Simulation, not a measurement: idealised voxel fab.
process module | voxel transistor to metal
cross-section cut | 285 nm wide | cells 5 nm
A cross-section is a grid of square cells, given in bands from the top down. A band is one or more rows of cells.
Each band's line starts with the height of the band's top and of its bottom, in nm. Then come its materials from left to right, each with its width in nm. One material with "throughout" fills the band from edge to edge. "air" is empty space.
Height 0 is the level under which the wafer as received is all one material. The lowest band goes on downwards, as in "0 down".
A width such as "30 to 40" changes by the same amount from each row of cells to the next, from the band's top row to its bottom row.
"no change" after a step means that no cell of the cross-section changed.
closed voids: empty space of 8 cells or more with no open way to the top, each as width x height at its distance from the left edge, in nm
after a step's settings: what the simulator itself notes on the step
overlay nm, on a step with a mask: how far to the right of its planned place the mask lay; to the left if negative
plan
1 op RECEIVE | material Si
2 op CONFORMAL_DEP | material SiO2 | thk nm 5
3 op CONFORMAL_DEP | material SiN | thk nm 10
4 op PATTERN | tone cover | mask id ACTIVE | material resist | width nm 105 | pitch nm 135 | thk nm 20 | overlay nm 0
5 op DIRECTIONAL_ETCH | etch materials SiN | depth nm 10
6 op DIRECTIONAL_ETCH | etch materials SiO2 | depth nm 5
7 op DIRECTIONAL_ETCH | etch materials Si | depth nm 35
8 op STRIP | etch materials resist
9 op OXIDIZE | depth nm 5
10 op FILL_DEP | material SiO2 | thk nm 10
11 op CMP | height nm 15
12 op SELECTIVE_ETCH | etch materials SiO2 | depth nm 10
13 op STRIP | etch materials SiN
14 op SELECTIVE_ETCH | etch materials SiO2 | depth nm 5
15 op OXIDIZE | depth nm 5
16 op DIRECTIONAL_DEP | material polySi | thk nm 25
17 op DIRECTIONAL_DEP | material SiCN | thk nm 15
18 op MASKED_ETCH | tone cover | mask id GATE | width nm 25 | pitch nm 135 | etch materials SiCN | depth nm 25 | overlay nm 0
19 op MASKED_ETCH | tone cover | mask id GATE | width nm 25 | pitch nm 135 | etch materials polySi | depth nm 35 | overlay nm 0
20 op CONFORMAL_DEP | material SiN | thk nm 5
21 op DIRECTIONAL_ETCH | etch materials SiN | depth nm 5
22 op DIRECTIONAL_ETCH | etch materials SiO2 | depth nm 5
23 op DIRECTIONAL_ETCH | etch materials Si | depth nm 10
24 op EPI | material nSi | thk nm 10
25 op FILL_DEP | material SiO2 | thk nm 5
26 op CMP | height nm 40
27 op DIRECTIONAL_DEP | material SiO2 | thk nm 15
28 op PATTERN | tone open | mask id CONTACT | material resist | width nm 15 | thk nm 20 | overlay nm 0
29 op DIRECTIONAL_ETCH | etch materials SiO2 | depth nm 60
30 op STRIP | etch materials resist
31 op CONFORMAL_DEP | material TiN | thk nm 5
32 op FILL_DEP | material W | thk nm 5
33 op CMP | height nm 55
34 op CONFORMAL_DEP | material SiCN | thk nm 5
35 op DIRECTIONAL_DEP | material lowk | thk nm 25
36 op PATTERN | tone open | mask id METAL_1 | material resist | width nm 15 | thk nm 15 | overlay nm 0
37 op DIRECTIONAL_ETCH | etch materials lowk | depth nm 25
38 op DIRECTIONAL_ETCH | etch materials SiCN | depth nm 5
39 op STRIP | etch materials resist
40 op CONFORMAL_DEP | material TiN | thk nm 5
41 op FILL_DEP | material Ru | thk nm 10
42 op CMP | height nm 85
43 op CONFORMAL_DEP | material SiCN | thk nm 5
first wafer, as planned
as received, after step 1
  0 down: Si throughout
  closed voids: none
after step 2
  5 to 0: SiO2 throughout
  below 0: unchanged
after step 3
  15 to 5: SiN throughout
  below 5: unchanged
after step 4
  35 to 15: air 20 | resist 105 | air 30 | resist 105 | air 25
  below 15: unchanged
after step 5
  35 to 15: air 20 | resist 105 | air 30 | resist 105 | air 25
  15 to 5: air 20 | SiN 105 | air 30 | SiN 105 | air 25
  below 5: unchanged
after step 6
  35 to 15: air 20 | resist 105 | air 30 | resist 105 | air 25
  15 to 5: air 20 | SiN 105 | air 30 | SiN 105 | air 25
  5 to 0: air 20 | SiO2 105 | air 30 | SiO2 105 | air 25
  below 0: unchanged
after step 7
  35 to 15: air 20 | resist 105 | air 30 | resist 105 | air 25
  15 to 5: air 20 | SiN 105 | air 30 | SiN 105 | air 25
  5 to 0: air 20 | SiO2 105 | air 30 | SiO2 105 | air 25
  0 to -35: air 20 | Si 105 | air 30 | Si 105 | air 25
  below -35: unchanged
after step 8
  15 to 5: air 20 | SiN 105 | air 30 | SiN 105 | air 25
  below 5: unchanged
after step 9
  15 to 5: air 20 | SiN 105 | air 30 | SiN 105 | air 25
  5 to 0: air 20 | SiO2 105 | air 30 | SiO2 105 | air 25
  0 to -35: air 20 | SiO2 5 | Si 95 | SiO2 5 | air 30 | SiO2 5 | Si 95 | SiO2 5 | air 25
  -35 to -40: SiO2 25 | Si 95 | SiO2 40 | Si 95 | SiO2 30
  below -40: unchanged
after step 10
  25 to 15: SiO2 throughout
  15 to 5: SiO2 20 | SiN 105 | SiO2 30 | SiN 105 | SiO2 25
  5 to 0: SiO2 throughout
  0 to -40: SiO2 25 | Si 95 | SiO2 40 | Si 95 | SiO2 30
  below -40: unchanged
after step 11
  15 to 5: SiO2 20 | SiN 105 | SiO2 30 | SiN 105 | SiO2 25
  below 5: unchanged
after step 12
  15 to 5: air 20 | SiN 105 | air 30 | SiN 105 | air 25
  below 5: unchanged
after step 13
  5 to 0: SiO2 throughout
  below 0: unchanged
after step 14
  0 to -40: SiO2 25 | Si 95 | SiO2 40 | Si 95 | SiO2 30
  below -40: unchanged
after step 15
  0 to -5: SiO2 throughout
  below -5: unchanged
after step 16
  25 to 0: polySi throughout
  below 0: unchanged
after step 17
  40 to 25: SiCN throughout
  below 25: unchanged
after step 18
  40 to 25: air 60 | SiCN 25 | air 110 | SiCN 25 | air 65
  below 25: unchanged
after step 19
  40 to 25: air 60 | SiCN 25 | air 110 | SiCN 25 | air 65
  25 to 0: air 60 | polySi 25 | air 110 | polySi 25 | air 65
  below 0: unchanged
after step 20
  45 to 40: air 55 | SiN 35 | air 100 | SiN 35 | air 60
  40 to 25: air 55 | SiN 5 | SiCN 25 | SiN 5 | air 100 | SiN 5 | SiCN 25 | SiN 5 | air 60
  25 to 5: air 55 | SiN 5 | polySi 25 | SiN 5 | air 100 | SiN 5 | polySi 25 | SiN 5 | air 60
  5 to 0: SiN 60 | polySi 25 | SiN 110 | polySi 25 | SiN 65
  below 0: unchanged
after step 21
  40 to 25: air 55 | SiN 5 | SiCN 25 | SiN 5 | air 100 | SiN 5 | SiCN 25 | SiN 5 | air 60
  25 to 0: air 55 | SiN 5 | polySi 25 | SiN 5 | air 100 | SiN 5 | polySi 25 | SiN 5 | air 60
  below 0: unchanged
after step 22
  40 to 25: air 55 | SiN 5 | SiCN 25 | SiN 5 | air 100 | SiN 5 | SiCN 25 | SiN 5 | air 60
  25 to 0: air 55 | SiN 5 | polySi 25 | SiN 5 | air 100 | SiN 5 | polySi 25 | SiN 5 | air 60
  0 to -5: air 55 | SiO2 35 | air 100 | SiO2 35 | air 60
  below -5: unchanged
after step 23
  40 to 25: air 55 | SiN 5 | SiCN 25 | SiN 5 | air 100 | SiN 5 | SiCN 25 | SiN 5 | air 60
  25 to 0: air 55 | SiN 5 | polySi 25 | SiN 5 | air 100 | SiN 5 | polySi 25 | SiN 5 | air 60
  0 to -5: air 55 | SiO2 35 | air 100 | SiO2 35 | air 60
  -5 to -15: SiO2 25 | air 30 | Si 35 | air 30 | SiO2 40 | air 30 | Si 35 | air 30 | SiO2 30
  below -15: unchanged
after step 24
  40 to 25: air 55 | SiN 5 | SiCN 25 | SiN 5 | air 100 | SiN 5 | SiCN 25 | SiN 5 | air 60
  25 to 5: air 55 | SiN 5 | polySi 25 | SiN 5 | air 100 | SiN 5 | polySi 25 | SiN 5 | air 60
  5 to 0: air 45 | nSi 10 | SiN 5 | polySi 25 | SiN 5 | nSi 10 | air 80 | nSi 10 | SiN 5 | polySi 25 | SiN 5 | nSi 10 | air 50
  0 to -5: air 45 | nSi 10 | SiO2 35 | nSi 10 | air 80 | nSi 10 | SiO2 35 | nSi 10 | air 50
  -5 to -15: SiO2 25 | nSi 30 | Si 35 | nSi 30 | SiO2 40 | nSi 30 | Si 35 | nSi 30 | SiO2 30
  below -15: unchanged
after step 25
  45 to 40: SiO2 throughout
  40 to 25: SiO2 55 | SiN 5 | SiCN 25 | SiN 5 | SiO2 100 | SiN 5 | SiCN 25 | SiN 5 | SiO2 60
  25 to 5: SiO2 55 | SiN 5 | polySi 25 | SiN 5 | SiO2 100 | SiN 5 | polySi 25 | SiN 5 | SiO2 60
  5 to 0: SiO2 45 | nSi 10 | SiN 5 | polySi 25 | SiN 5 | nSi 10 | SiO2 80 | nSi 10 | SiN 5 | polySi 25 | SiN 5 | nSi 10 | SiO2 50
  0 to -5: SiO2 45 | nSi 10 | SiO2 35 | nSi 10 | SiO2 80 | nSi 10 | SiO2 35 | nSi 10 | SiO2 50
  below -5: unchanged
after step 26
  40 to 25: SiO2 55 | SiN 5 | SiCN 25 | SiN 5 | SiO2 100 | SiN 5 | SiCN 25 | SiN 5 | SiO2 60
  below 25: unchanged
after step 27
  55 to 40: SiO2 throughout
  below 40: unchanged
after step 28
  75 to 55: resist 25 | air 15 | resist 65 | air 15 | resist 40 | air 15 | resist 65 | air 15 | resist 30
  below 55: unchanged
after step 29
  75 to 55: resist 25 | air 15 | resist 65 | air 15 | resist 40 | air 15 | resist 65 | air 15 | resist 30
  55 to 40: SiO2 25 | air 15 | SiO2 65 | air 15 | SiO2 40 | air 15 | SiO2 65 | air 15 | SiO2 30
  40 to 25: SiO2 25 | air 15 | SiO2 15 | SiN 5 | SiCN 25 | SiN 5 | SiO2 15 | air 15 | SiO2 40 | air 15 | SiO2 15 | SiN 5 | SiCN 25 | SiN 5 | SiO2 15 | air 15 | SiO2 30
  25 to 5: SiO2 25 | air 15 | SiO2 15 | SiN 5 | polySi 25 | SiN 5 | SiO2 15 | air 15 | SiO2 40 | air 15 | SiO2 15 | SiN 5 | polySi 25 | SiN 5 | SiO2 15 | air 15 | SiO2 30
  5 to 0: SiO2 25 | air 15 | SiO2 5 | nSi 10 | SiN 5 | polySi 25 | SiN 5 | nSi 10 | SiO2 5 | air 15 | SiO2 40 | air 15 | SiO2 5 | nSi 10 | SiN 5 | polySi 25 | SiN 5 | nSi 10 | SiO2 5 | air 15 | SiO2 30
  0 to -5: SiO2 25 | air 15 | SiO2 5 | nSi 10 | SiO2 35 | nSi 10 | SiO2 5 | air 15 | SiO2 40 | air 15 | SiO2 5 | nSi 10 | SiO2 35 | nSi 10 | SiO2 5 | air 15 | SiO2 30
  below -5: unchanged
after step 30
  55 to 40: SiO2 25 | air 15 | SiO2 65 | air 15 | SiO2 40 | air 15 | SiO2 65 | air 15 | SiO2 30
  below 40: unchanged
after step 31
  60 to 55: TiN 30 | air 5 | TiN 75 | air 5 | TiN 50 | air 5 | TiN 75 | air 5 | TiN 35
  55 to 40: SiO2 25 | TiN 5 | air 5 | TiN 5 | SiO2 65 | TiN 5 | air 5 | TiN 5 | SiO2 40 | TiN 5 | air 5 | TiN 5 | SiO2 65 | TiN 5 | air 5 | TiN 5 | SiO2 30
  40 to 25: SiO2 25 | TiN 5 | air 5 | TiN 5 | SiO2 15 | SiN 5 | SiCN 25 | SiN 5 | SiO2 15 | TiN 5 | air 5 | TiN 5 | SiO2 40 | TiN 5 | air 5 | TiN 5 | SiO2 15 | SiN 5 | SiCN 25 | SiN 5 | SiO2 15 | TiN 5 | air 5 | TiN 5 | SiO2 30
  25 to 5: SiO2 25 | TiN 5 | air 5 | TiN 5 | SiO2 15 | SiN 5 | polySi 25 | SiN 5 | SiO2 15 | TiN 5 | air 5 | TiN 5 | SiO2 40 | TiN 5 | air 5 | TiN 5 | SiO2 15 | SiN 5 | polySi 25 | SiN 5 | SiO2 15 | TiN 5 | air 5 | TiN 5 | SiO2 30
  5 to 0: SiO2 25 | TiN 5 | air 5 | TiN 5 | SiO2 5 | nSi 10 | SiN 5 | polySi 25 | SiN 5 | nSi 10 | SiO2 5 | TiN 5 | air 5 | TiN 5 | SiO2 40 | TiN 5 | air 5 | TiN 5 | SiO2 5 | nSi 10 | SiN 5 | polySi 25 | SiN 5 | nSi 10 | SiO2 5 | TiN 5 | air 5 | TiN 5 | SiO2 30
  0 to -5: SiO2 25 | TiN 15 | SiO2 5 | nSi 10 | SiO2 35 | nSi 10 | SiO2 5 | TiN 15 | SiO2 40 | TiN 15 | SiO2 5 | nSi 10 | SiO2 35 | nSi 10 | SiO2 5 | TiN 15 | SiO2 30
  below -5: unchanged
after step 32
  65 to 60: W throughout
  60 to 55: TiN 30 | W 5 | TiN 75 | W 5 | TiN 50 | W 5 | TiN 75 | W 5 | TiN 35
  55 to 40: SiO2 25 | TiN 5 | W 5 | TiN 5 | SiO2 65 | TiN 5 | W 5 | TiN 5 | SiO2 40 | TiN 5 | W 5 | TiN 5 | SiO2 65 | TiN 5 | W 5 | TiN 5 | SiO2 30
  40 to 25: SiO2 25 | TiN 5 | W 5 | TiN 5 | SiO2 15 | SiN 5 | SiCN 25 | SiN 5 | SiO2 15 | TiN 5 | W 5 | TiN 5 | SiO2 40 | TiN 5 | W 5 | TiN 5 | SiO2 15 | SiN 5 | SiCN 25 | SiN 5 | SiO2 15 | TiN 5 | W 5 | TiN 5 | SiO2 30
  25 to 5: SiO2 25 | TiN 5 | W 5 | TiN 5 | SiO2 15 | SiN 5 | polySi 25 | SiN 5 | SiO2 15 | TiN 5 | W 5 | TiN 5 | SiO2 40 | TiN 5 | W 5 | TiN 5 | SiO2 15 | SiN 5 | polySi 25 | SiN 5 | SiO2 15 | TiN 5 | W 5 | TiN 5 | SiO2 30
  5 to 0: SiO2 25 | TiN 5 | W 5 | TiN 5 | SiO2 5 | nSi 10 | SiN 5 | polySi 25 | SiN 5 | nSi 10 | SiO2 5 | TiN 5 | W 5 | TiN 5 | SiO2 40 | TiN 5 | W 5 | TiN 5 | SiO2 5 | nSi 10 | SiN 5 | polySi 25 | SiN 5 | nSi 10 | SiO2 5 | TiN 5 | W 5 | TiN 5 | SiO2 30
  below 0: unchanged
after step 33
  55 to 40: SiO2 25 | TiN 5 | W 5 | TiN 5 | SiO2 65 | TiN 5 | W 5 | TiN 5 | SiO2 40 | TiN 5 | W 5 | TiN 5 | SiO2 65 | TiN 5 | W 5 | TiN 5 | SiO2 30
  below 40: unchanged
after step 34
  60 to 55: SiCN throughout
  below 55: unchanged
after step 35
  85 to 60: lowk throughout
  below 60: unchanged
after step 36
  100 to 85: resist 25 | air 15 | resist 65 | air 15 | resist 40 | air 15 | resist 65 | air 15 | resist 30
  below 85: unchanged
after step 37
  100 to 85: resist 25 | air 15 | resist 65 | air 15 | resist 40 | air 15 | resist 65 | air 15 | resist 30
  85 to 60: lowk 25 | air 15 | lowk 65 | air 15 | lowk 40 | air 15 | lowk 65 | air 15 | lowk 30
  below 60: unchanged
after step 38
  100 to 85: resist 25 | air 15 | resist 65 | air 15 | resist 40 | air 15 | resist 65 | air 15 | resist 30
  85 to 60: lowk 25 | air 15 | lowk 65 | air 15 | lowk 40 | air 15 | lowk 65 | air 15 | lowk 30
  60 to 55: SiCN 25 | air 15 | SiCN 65 | air 15 | SiCN 40 | air 15 | SiCN 65 | air 15 | SiCN 30
  below 55: unchanged
after step 39
  85 to 60: lowk 25 | air 15 | lowk 65 | air 15 | lowk 40 | air 15 | lowk 65 | air 15 | lowk 30
  below 60: unchanged
after step 40
  90 to 85: TiN 30 | air 5 | TiN 75 | air 5 | TiN 50 | air 5 | TiN 75 | air 5 | TiN 35
  85 to 60: lowk 25 | TiN 5 | air 5 | TiN 5 | lowk 65 | TiN 5 | air 5 | TiN 5 | lowk 40 | TiN 5 | air 5 | TiN 5 | lowk 65 | TiN 5 | air 5 | TiN 5 | lowk 30
  60 to 55: SiCN 25 | TiN 15 | SiCN 65 | TiN 15 | SiCN 40 | TiN 15 | SiCN 65 | TiN 15 | SiCN 30
  below 55: unchanged
after step 41
  100 to 90: Ru throughout
  90 to 85: TiN 30 | Ru 5 | TiN 75 | Ru 5 | TiN 50 | Ru 5 | TiN 75 | Ru 5 | TiN 35
  85 to 60: lowk 25 | TiN 5 | Ru 5 | TiN 5 | lowk 65 | TiN 5 | Ru 5 | TiN 5 | lowk 40 | TiN 5 | Ru 5 | TiN 5 | lowk 65 | TiN 5 | Ru 5 | TiN 5 | lowk 30
  below 60: unchanged
after step 42
  85 to 60: lowk 25 | TiN 5 | Ru 5 | TiN 5 | lowk 65 | TiN 5 | Ru 5 | TiN 5 | lowk 40 | TiN 5 | Ru 5 | TiN 5 | lowk 65 | TiN 5 | Ru 5 | TiN 5 | lowk 30
  below 60: unchanged
after step 43
  90 to 85: SiCN throughout
  below 85: unchanged
second wafer: like start, like plan, one mistake. Through step 16 it matches the first wafer
when step 17 should have ended
  40 to 25: SiN throughout
  below 25: unchanged
when step 18 should have ended: no change
when step 19 should have ended: no change
when step 20 should have ended
  45 to 25: SiN throughout
  below 25: unchanged
when step 21 should have ended
  40 to 25: SiN throughout
  below 25: unchanged
when step 22 should have ended: no change
when step 23 should have ended: no change
when step 24 should have ended: no change
when step 25 should have ended
  45 to 40: SiO2 throughout
  below 40: unchanged
when step 26 should have ended
  40 to 25: SiN throughout
  below 25: unchanged
when step 27 should have ended
  55 to 40: SiO2 throughout
  below 40: unchanged
when step 28 should have ended
  75 to 55: resist 25 | air 15 | resist 65 | air 15 | resist 40 | air 15 | resist 65 | air 15 | resist 30
  below 55: unchanged
when step 29 should have ended
  75 to 55: resist 25 | air 15 | resist 65 | air 15 | resist 40 | air 15 | resist 65 | air 15 | resist 30
  55 to 40: SiO2 25 | air 15 | SiO2 65 | air 15 | SiO2 40 | air 15 | SiO2 65 | air 15 | SiO2 30
  below 40: unchanged
when step 30 should have ended
  55 to 40: SiO2 25 | air 15 | SiO2 65 | air 15 | SiO2 40 | air 15 | SiO2 65 | air 15 | SiO2 30
  below 40: unchanged
when step 31 should have ended
  60 to 55: TiN 30 | air 5 | TiN 75 | air 5 | TiN 50 | air 5 | TiN 75 | air 5 | TiN 35
  55 to 45: SiO2 25 | TiN 5 | air 5 | TiN 5 | SiO2 65 | TiN 5 | air 5 | TiN 5 | SiO2 40 | TiN 5 | air 5 | TiN 5 | SiO2 65 | TiN 5 | air 5 | TiN 5 | SiO2 30
  45 to 40: SiO2 25 | TiN 15 | SiO2 65 | TiN 15 | SiO2 40 | TiN 15 | SiO2 65 | TiN 15 | SiO2 30
  below 40: unchanged
when step 32 should have ended
  65 to 60: W throughout
  60 to 55: TiN 30 | W 5 | TiN 75 | W 5 | TiN 50 | W 5 | TiN 75 | W 5 | TiN 35
  55 to 45: SiO2 25 | TiN 5 | W 5 | TiN 5 | SiO2 65 | TiN 5 | W 5 | TiN 5 | SiO2 40 | TiN 5 | W 5 | TiN 5 | SiO2 65 | TiN 5 | W 5 | TiN 5 | SiO2 30
  below 45: unchanged
when step 33 should have ended
  55 to 45: SiO2 25 | TiN 5 | W 5 | TiN 5 | SiO2 65 | TiN 5 | W 5 | TiN 5 | SiO2 40 | TiN 5 | W 5 | TiN 5 | SiO2 65 | TiN 5 | W 5 | TiN 5 | SiO2 30
  below 45: unchanged
when step 34 should have ended
  60 to 55: SiCN throughout
  below 55: unchanged
when step 35 should have ended
  85 to 60: lowk throughout
  below 60: unchanged
when step 36 should have ended
  100 to 85: resist 25 | air 15 | resist 65 | air 15 | resist 40 | air 15 | resist 65 | air 15 | resist 30
  below 85: unchanged
when step 37 should have ended
  100 to 85: resist 25 | air 15 | resist 65 | air 15 | resist 40 | air 15 | resist 65 | air 15 | resist 30
  85 to 60: lowk 25 | air 15 | lowk 65 | air 15 | lowk 40 | air 15 | lowk 65 | air 15 | lowk 30
  below 60: unchanged
when step 38 should have ended
  100 to 85: resist 25 | air 15 | resist 65 | air 15 | resist 40 | air 15 | resist 65 | air 15 | resist 30
  85 to 60: lowk 25 | air 15 | lowk 65 | air 15 | lowk 40 | air 15 | lowk 65 | air 15 | lowk 30
  60 to 55: SiCN 25 | air 15 | SiCN 65 | air 15 | SiCN 40 | air 15 | SiCN 65 | air 15 | SiCN 30
  below 55: unchanged
when step 39 should have ended
  85 to 60: lowk 25 | air 15 | lowk 65 | air 15 | lowk 40 | air 15 | lowk 65 | air 15 | lowk 30
  below 60: unchanged
when step 40 should have ended
  90 to 85: TiN 30 | air 5 | TiN 75 | air 5 | TiN 50 | air 5 | TiN 75 | air 5 | TiN 35
  85 to 60: lowk 25 | TiN 5 | air 5 | TiN 5 | lowk 65 | TiN 5 | air 5 | TiN 5 | lowk 40 | TiN 5 | air 5 | TiN 5 | lowk 65 | TiN 5 | air 5 | TiN 5 | lowk 30
  60 to 55: SiCN 25 | TiN 15 | SiCN 65 | TiN 15 | SiCN 40 | TiN 15 | SiCN 65 | TiN 15 | SiCN 30
  below 55: unchanged
when step 41 should have ended
  100 to 90: Ru throughout
  90 to 85: TiN 30 | Ru 5 | TiN 75 | Ru 5 | TiN 50 | Ru 5 | TiN 75 | Ru 5 | TiN 35
  85 to 60: lowk 25 | TiN 5 | Ru 5 | TiN 5 | lowk 65 | TiN 5 | Ru 5 | TiN 5 | lowk 40 | TiN 5 | Ru 5 | TiN 5 | lowk 65 | TiN 5 | Ru 5 | TiN 5 | lowk 30
  below 60: unchanged
when step 42 should have ended
  85 to 60: lowk 25 | TiN 5 | Ru 5 | TiN 5 | lowk 65 | TiN 5 | Ru 5 | TiN 5 | lowk 40 | TiN 5 | Ru 5 | TiN 5 | lowk 65 | TiN 5 | Ru 5 | TiN 5 | lowk 30
  below 60: unchanged
when step 43 should have ended
  90 to 85: SiCN throughout
  below 85: unchanged
what went wrong: step 17 ran as: op DIRECTIONAL_DEP | material SiN | thk nm 15
at the end the second wafer has, in cells: 48 more of Si | 30 fewer of SiCN | 139 more of SiN | 220 fewer of SiO2 | 72 fewer of TiN | 36 fewer of W | 64 fewer of nSi | 235 more of polySi
